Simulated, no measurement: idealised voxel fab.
The process module that follows is named voxel ribs on slabs.
cross-section cut | 290 nm wide | cells 5 nm
For the purposes of this document, a cross-section shall be understood as a grid of square cells, specified as bands listed in top-to-bottom order, each band consisting of one or more rows of cells.
Look at the band entry: it leads with the top's height and the bottom's height in nm. Then it lists the materials left to right, with a width in nm for each. The word "throughout" on a single material says that material fills the band edge to edge. The word "blank" is empty space.
Zero point of the height axis is 0; under it, received wafer = one material. Lowest band: continues down indefinitely, "top 0, no bottom".
So if you see something like "30 to 40" for the width, read it as the top row of the band sitting at the first number and the bottom row at the second, with every row in between moving by the same amount as the last.
It should be understood that the words "nothing changed", when stated for a given step, signify that the cross-section underwent no change in any of its cells during that step.
"Non-vented voids": empty spaces of 8 cells or more with no open way to the top, each given as width x height at distance, distance from the left edge, all in nm.
Where a step's line continues beyond its settings, the continuation is a remark by the simulator itself on that step.
When a step includes a mask, the "overlay nm" setting on its line states how far to the right of its planned place that mask lay, and negative values state how far to the left.
Planned step list for the process
1 RECEIVE: material Si
2 DIRECTIONAL_DEP: material SiO2, thk nm 20
3 DIRECTIONAL_DEP: material SiN, thk nm 15
4 PATTERN: tone cover, mask id RIB, material resist, width nm 30, thk nm 20, overlay nm 0
5 DIRECTIONAL_ETCH: etch materials SiN, depth nm 10
6 STRIP: etch materials resist
7 PATTERN: tone cover, mask id SLAB, material resist, width nm 60, thk nm 20, overlay nm 0
8 DIRECTIONAL_ETCH: etch materials SiN, depth nm 5
9 STRIP: etch materials resist
10 FILL_DEP: material SiO2, thk nm 25
11 CMP: height nm 55
12 DIRECTIONAL_DEP: material TiN, thk nm 5
13 DIRECTIONAL_DEP: material aC, thk nm 15
14 PATTERN: tone cover, mask id HEATER, material resist, width nm 30, thk nm 30, overlay nm 0
15 DIRECTIONAL_ETCH: etch materials aC, depth nm 15
16 STRIP: etch materials resist
17 DIRECTIONAL_ETCH: etch materials TiN, depth nm 5
18 STRIP: etch materials aC
19 CONFORMAL_DEP: material SiN, thk nm 5
Split variable: width nm, step 14. Plan value = first wafer. Wafers start alike.
As received, i.e. after step 1: cross-section through the first of several wafers
top 0, no bottom = Si throughout
Non-vented voids: none
Take a look at the first of several wafers in cross-section: the module is done, and step 19 was its last step
top 65, bottom 60 = blank (125)  SiN (40)  blank (125)
top 60, bottom 55 = SiN (130)  TiN (30)  SiN (130)
top 55, bottom 35 = SiO2 throughout
top 35, bottom 25 = SiO2 (130)  SiN (30)  SiO2 (130)
top 25, bottom 20 = SiO2 (115)  SiN (60)  SiO2 (115)
top 20, bottom 0 = SiO2 throughout
top 0, no bottom = Si throughout
Non-vented voids: none
Cross-sectional view of the final wafer of several at the module's end
top 65, bottom 60 = blank (115)  SiN (65)  blank (110)
top 60, bottom 55 = SiN (120)  TiN (55)  SiN (115)
top 55, bottom 35 = SiO2 throughout
top 35, bottom 25 = SiO2 (130)  SiN (30)  SiO2 (130)
top 25, bottom 20 = SiO2 (115)  SiN (60)  SiO2 (115)
top 20, bottom 0 = SiO2 throughout
top 0, no bottom = Si throughout
Non-vented voids: none
Basically each wafer gets a line in the table, showing it at the end of the module: material by material, the cells it gained (+) or lost (-) since we got it, then its closed voids
width nm 30; +84 SiN; +614 SiO2; +6 TiN; Non-vented voids: none
width nm 35; +84 SiN; +614 SiO2; +7 TiN; Non-vented voids: none
width nm 40; +84 SiN; +614 SiO2; +8 TiN; Non-vented voids: none
width nm 45; +84 SiN; +614 SiO2; +9 TiN; Non-vented voids: none
width nm 50; +84 SiN; +614 SiO2; +10 TiN; Non-vented voids: none
width nm 55; +84 SiN; +614 SiO2; +11 TiN; Non-vented voids: none
